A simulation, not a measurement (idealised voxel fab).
You're looking at the process module voxel tone inversion.
Displayed cross-section: cut, width of 240 nm, square cells sized 5 nm.
Think of the cross-section as a grid of square cells. We describe it in bands, top to bottom, and each band covers one or more rows of those cells.
What a band's entry tells you: where the top is and where the bottom is, as heights in nm, and after that what lies inside, material by material from left to right, each with its width in nm. Empty space is written as the word "air", and a single material marked with the word "throughout" occupies the band from edge to edge.
Height is counted from the level 0, under which the received wafer is composed throughout of one material. The lowest of the bands is not closed at the bottom but continues downward, in the notation "0..down".
Width spec "30..40" -> top row of cells at first value, bottom row at second value, equal per-row change in between.
What does "stayed the same" mean for a step? It means no cell of the cross-section changed in that step.
"Enclosed cavities" - sealed voids, min. 8 cells, no opening to top; format: width x height at distance (distance from left edge; nm throughout).
Note: text after step settings on the step line = simulator remark on that step.
overlay nm: right-of-plan distance of the mask on a masked step; negative values mean left-of-plan.

**This section lists the process steps that were planned**
1 RECEIVE | material Si
2 CONFORMAL_DEP | material SiN | thk nm 10
3 DIRECTIONAL_DEP | material aC | thk nm 15
4 PATTERN | tone cover | mask id POSTS | material resist | width nm 25 | pitch nm 40 | thk nm 25 | overlay nm 0
5 DIRECTIONAL_ETCH | etch materials aC | depth nm 15
6 STRIP | etch materials resist
7 FILL_DEP | material lowk | thk nm 5
8 CMP | height nm 25
9 STRIP | etch materials aC
10 CONFORMAL_DEP | material TiN | thk nm 5
11 FILL_DEP | material Cu | thk nm 5
12 CMP | height nm 25
13 CONFORMAL_DEP | material SiN | thk nm 5

**Received-state cross-section, reflecting completion of step 1**
  0..down = Si throughout
  Enclosed cavities: none

**The cross-section shown corresponds to the wafer at the conclusion of the module. The initial structure and the process plan are those presented above; however, one mistake occurred in executing the plan**
  30..25 = SiN throughout
  25..15 = 60 nm lowk  5 nm TiN  15 nm Cu  5 nm TiN  15 nm lowk  5 nm TiN  15 nm Cu  5 nm TiN  15 nm lowk  5 nm TiN  15 nm Cu  5 nm TiN  75 nm lowk
  15..10 = 60 nm lowk  25 nm TiN  15 nm lowk  25 nm TiN  15 nm lowk  25 nm TiN  75 nm lowk
  10..0 = SiN throughout
  0..down = Si throughout
  Enclosed cavities: none
Run error: step 4 did not happen as planned, as run it was PATTERN | tone cover | mask id POSTS | material resist | width nm 25 | pitch nm 40 | thk nm 25 | overlay nm -5
